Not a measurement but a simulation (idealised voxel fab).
The document below concerns the process module designated voxel tone inversion.
245 nm wide, 5 nm square cells: that's cross-section cut.
Cross-section = grid of square cells, listed top down in bands; band = one or more rows. Look at the band entry: it leads with the top's height and the bottom's height in nm. Then it lists the materials left to right, with a width in nm for each. The word "edge to edge" on a single material says that material fills the band edge to edge. The word "empty" is empty space. Height datum 0, below which the as-received substrate wafer is one material. Lowest band open at the bottom, running downward: "0 down". Graded width ("30..40"): value in top row of band = first number; value in bottom row = second number; row-to-row change constant. Step note "no alteration" = no cross-section cell changed. Each empty space that has no open way to the top and spans at least 8 cells appears under "Closed empty spaces" as width x height at distance, the distance counted from the left edge, all in nm. Read whatever lies past the settings on a step's line as the simulator's own remark about the step. The "overlay nm" setting may appear on a step's line; for a step that uses a mask, it gives how far to the right of its planned position the mask lay, and a negative value indicates the left.
Listed below are the process steps as planned:
| 1 | RECEIVE, material Si |
| 2 | CONFORMAL_DEP, material SiN, thk nm 5 |
| 3 | DIRECTIONAL_DEP, material polySi, thk nm 15 |
| 4 | PATTERN, tone cover, mask id POSTS, material resist, width nm 20, pitch nm 40, thk nm 20, overlay nm 0 |
| 5 | DIRECTIONAL_ETCH, etch materials polySi, depth nm 15 |
| 6 | STRIP, etch materials resist |
| 7 | FILL_DEP, material SiO2, thk nm 5 |
| 8 | CMP, height nm 20 |
| 9 | STRIP, etch materials polySi |
So this is the incoming wafer in cross-section - it's already been through step 1:
    0 down  Si edge to edge
    Closed empty spaces: none
Cross-section, end of module. Start: as above. Plan: as above. Execution: one mistake:
    20 to 15  SiN edge to edge
    15 to 0  polySi edge to edge
    0 down  Si edge to edge
    Closed empty spaces: none
Which mistake was made when the wafer was run? steps 2 and 3 got flipped, so each one ran where the other should have
